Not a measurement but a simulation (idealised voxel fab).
process module | voxel trench capacitor
cross-section cut | 235 nm wide | cells 5 nm
A cross-section is a grid of square cells, given in bands from the top down. A band is one or more rows of cells.
Each band's line starts with the height of the band's top and of its bottom, in nm. Then come its materials from left to right, each with its width in nm. One material with "throughout" fills the band from edge to edge. "air" is empty space.
Height 0 is the level under which the wafer as received is all one material. The lowest band goes on downwards, as in "0 down".
A width such as "30 to 40" changes by the same amount from each row of cells to the next, from the band's top row to its bottom row.
"no change" after a step means that no cell of the cross-section changed.
closed voids: empty space of 8 cells or more with no open way to the top, each as width x height at its distance from the left edge, in nm
after a step's settings: what the simulator itself notes on the step
overlay nm, on a step with a mask: how far to the right of its planned place the mask lay; to the left if negative
plan
1 op RECEIVE | material Si
2 op CONFORMAL_DEP | material SiN | thk nm 5
3 op MASKED_ETCH | tone open | mask id TRENCH | width nm 25 | pitch nm 55 | etch materials SiN | depth nm 5 | overlay nm 0
4 op MASKED_ETCH | tone open | mask id TRENCH | width nm 25 | pitch nm 55 | etch materials Si | depth nm 40 | overlay nm 0
5 op CONFORMAL_DEP | material Al2O3 | thk nm 5
6 op FILL_DEP | material polySi | thk nm 10
7 op CMP | height nm 5
as received, after step 1
  0 down: Si throughout
  closed voids: none
a wafer at the end: this start, this plan, one mistake
  5 to 0: SiN 55 | Al2O3 5 | polySi 5 | Al2O3 5 | SiN 40 | Al2O3 5 | polySi 5 | Al2O3 5 | SiN 40 | Al2O3 5 | polySi 5 | Al2O3 5 | SiN 55
  0 to -35: Si 55 | Al2O3 5 | polySi 5 | Al2O3 5 | Si 40 | Al2O3 5 | polySi 5 | Al2O3 5 | Si 40 | Al2O3 5 | polySi 5 | Al2O3 5 | Si 55
  -35 to -40: Si 55 | Al2O3 15 | Si 40 | Al2O3 15 | Si 40 | Al2O3 15 | Si 55
  -40 down: Si throughout
  closed voids: none
what went wrong: step 3 ran as: op MASKED_ETCH | tone open | mask id TRENCH | width nm 15 | pitch nm 55 | etch materials SiN | depth nm 5 | overlay nm 0
